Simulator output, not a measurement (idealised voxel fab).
process module | voxel gate over fins
cross-section cut | 255 nm wide | cells 5 nm
A cross-section is a grid of square cells, given in bands from the top down. A band is one or more rows of cells.
Each band's line starts with the height of the band's top and of its bottom, in nm. Then come its materials from left to right, each with its width in nm. One material with "throughout" fills the band from edge to edge. "air" is empty space.
Height 0 is the level under which the wafer as received is all one material. The lowest band goes on downwards, as in "0 down".
A width such as "30 to 40" changes by the same amount from each row of cells to the next, from the band's top row to its bottom row.
"no change" after a step means that no cell of the cross-section changed.
closed voids: empty space of 8 cells or more with no open way to the top, each as width x height at its distance from the left edge, in nm
after a step's settings: what the simulator itself notes on the step
overlay nm, on a step with a mask: how far to the right of its planned place the mask lay; to the left if negative
plan
1 op RECEIVE | material Si
2 op CONFORMAL_DEP | material SiN | thk nm 10
3 op MASKED_ETCH | tone cover | mask id FINS | width nm 15 | pitch nm 60 | etch materials SiN | depth nm 10 | overlay nm 0
4 op MASKED_ETCH | tone cover | mask id FINS | width nm 15 | pitch nm 60 | etch materials Si | depth nm 35 | overlay nm 0
5 op OXIDIZE | depth nm 5
6 op FILL_DEP | material SiO2 | thk nm 10
7 op CMP | height nm 10
8 op PATTERN | tone open | mask id RAIL | material resist | width nm 15 | thk nm 20 | overlay nm 0
9 op DIRECTIONAL_ETCH | etch materials SiO2 | depth nm 40
10 op STRIP | etch materials resist
11 op CONFORMAL_DEP | material TiN | thk nm 5
12 op FILL_DEP | material Ru | thk nm 5
13 op CMP | height nm 10
14 op SELECTIVE_ETCH | etch materials W Ru TiN | depth nm 30
15 op FILL_DEP | material SiO2 | thk nm 5
16 op CMP | height nm 10
17 op SELECTIVE_ETCH | etch materials SiO2 | depth nm 25
18 op STRIP | etch materials SiN
19 op CONFORMAL_DEP | material HfO2 | thk nm 5
20 op CONFORMAL_DEP | material TiN | thk nm 5
21 op FILL_DEP | material W | thk nm 15
22 op CMP | height nm 20
23 op CONFORMAL_DEP | material SiCN | thk nm 10
as received, after step 1
  0 down: Si throughout
  closed voids: none
first wafer at the end, as planned
  30 to 20: SiCN throughout
  20 to 10: W throughout
  10 to 5: W 55 | TiN 25 | W 35 | TiN 25 | W 35 | TiN 25 | W 55
  5 to 0: W 55 | TiN 5 | HfO2 15 | TiN 5 | W 35 | TiN 5 | HfO2 15 | TiN 5 | W 35 | TiN 5 | HfO2 15 | TiN 5 | W 55
  0 to -5: W 55 | TiN 5 | HfO2 5 | Si 5 | HfO2 5 | TiN 5 | W 35 | TiN 5 | HfO2 5 | Si 5 | HfO2 5 | TiN 5 | W 35 | TiN 5 | HfO2 5 | Si 5 | HfO2 5 | TiN 5 | W 55
  -5 to -10: TiN 60 | HfO2 5 | Si 5 | HfO2 5 | TiN 45 | HfO2 5 | Si 5 | HfO2 5 | TiN 45 | HfO2 5 | Si 5 | HfO2 5 | TiN 60
  -10 to -15: HfO2 65 | Si 5 | HfO2 55 | Si 5 | HfO2 55 | Si 5 | HfO2 65
  -15 to -20: SiO2 65 | Si 5 | SiO2 55 | Si 5 | SiO2 55 | Si 5 | SiO2 65
  -20 to -25: SiO2 65 | Si 5 | SiO2 20 | TiN 5 | Ru 5 | TiN 5 | SiO2 20 | Si 5 | SiO2 55 | Si 5 | SiO2 65
  -25 to -30: SiO2 65 | Si 5 | SiO2 20 | TiN 15 | SiO2 20 | Si 5 | SiO2 55 | Si 5 | SiO2 65
  -30 to -40: SiO2 65 | Si 5 | SiO2 55 | Si 5 | SiO2 55 | Si 5 | SiO2 65
  -40 down: Si throughout
  closed voids: none
second wafer at the end: like start, like plan, one mistake
  30 to 20: SiCN throughout
  20 to 10: W throughout
  10 to 5: W 55 | TiN 25 | W 35 | TiN 25 | W 35 | TiN 25 | W 55
  5 to 0: W 55 | TiN 5 | HfO2 15 | TiN 5 | W 35 | TiN 5 | HfO2 15 | TiN 5 | W 35 | TiN 5 | HfO2 15 | TiN 5 | W 55
  0 to -5: W 55 | TiN 5 | HfO2 5 | Si 5 | HfO2 5 | TiN 5 | W 35 | TiN 5 | HfO2 5 | Si 5 | HfO2 5 | TiN 5 | W 35 | TiN 5 | HfO2 5 | Si 5 | HfO2 5 | TiN 5 | W 55
  -5 to -10: TiN 60 | HfO2 5 | Si 5 | HfO2 5 | TiN 45 | HfO2 5 | Si 5 | HfO2 5 | TiN 45 | HfO2 5 | Si 5 | HfO2 5 | TiN 60
  -10 to -15: HfO2 65 | Si 5 | HfO2 55 | Si 5 | HfO2 55 | Si 5 | HfO2 65
  -15 to -20: SiO2 65 | Si 5 | SiO2 55 | Si 5 | SiO2 55 | Si 5 | SiO2 65
  -20 to -25: SiO2 65 | Si 5 | SiO2 20 | TiN 5 | Ru 10 | TiN 5 | SiO2 15 | Si 5 | SiO2 55 | Si 5 | SiO2 65
  -25 to -30: SiO2 65 | Si 5 | SiO2 20 | TiN 20 | SiO2 15 | Si 5 | SiO2 55 | Si 5 | SiO2 65
  -30 to -40: SiO2 65 | Si 5 | SiO2 55 | Si 5 | SiO2 55 | Si 5 | SiO2 65
  -40 down: Si throughout
  closed voids: none
what went wrong: step 8 ran as: op PATTERN | tone open | mask id RAIL | material resist | width nm 20 | thk nm 20 | overlay nm 0
at the end the second wafer has, in cells: 1 more of Ru | 2 fewer of SiO2 | 1 more of TiN
